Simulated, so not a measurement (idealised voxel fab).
Process module heading - voxel plated lines
Displayed cross-section: cut, width of 265 nm, square cells sized 5 nm.
Cross-sections here: square-cell grids, written as top-down lists of bands, a band being one or more rows of cells. Heights first: top, then bottom, in nm. Then materials, left to right, each with a width in nm. "everywhere" on a single material: fills the band edge to edge. "empty": empty space. The level at which height equals 0 is the one under which the wafer, as it arrives, is entirely one material. No lower edge exists for the bottom band, which continues downward and is notated as in "0 -> down". When a width is written as two numbers, as in "30..40", the first number is the width in the top row of cells of the band and the second is the width in its bottom row, and the width changes by the same amount from each row to the next. Key: "same as before" - step with no changed cell in the cross-section. If an empty space has no open way to the top and is at least 8 cells in size, "Enclosed empty spaces" lists it, written width x height at distance, where distance is measured from the left edge and every value is in nm. Post-settings text on a step line: simulator's own remark regarding the step. The setting "overlay nm" may be written on the line of a step. When the step uses a mask, the value reports how far to the right of the planned place the mask lay, and a negative value reports that it lay to the left.

**Process steps - plan**
1. RECEIVE | material Si
2. CONFORMAL_DEP | material SiO2 | thk nm 10
3. DIRECTIONAL_DEP | material TiN | thk nm 5
4. PATTERN | tone open | mask id LINES | material resist | width nm 30 | pitch nm 50 | thk nm 35 | overlay nm 0
5. EPI | material Ru | thk nm 10
6. EPI | material Ru | thk nm 10
7. EPI | material Ru | thk nm 10
8. STRIP | etch materials resist
9. DIRECTIONAL_ETCH | etch materials TiN | depth nm 5
10. CONFORMAL_DEP | material SiCN | thk nm 5

**Here's what the wafer looked like in cross-section when it arrived - that's after step 1**
- 0 -> down: Si everywhere
- Enclosed empty spaces: none

**What the wafer looks like in cross-section after this module, when it starts as shown above and follows the plan above but one mistake is made in running it**
- 20 -> 15: SiCN everywhere
- 15 -> 0: SiO2 everywhere
- 0 -> down: Si everywhere
- Enclosed empty spaces: none
Run error: step 3 off recipe, ran as DIRECTIONAL_DEP | material SiO2 | thk nm 5
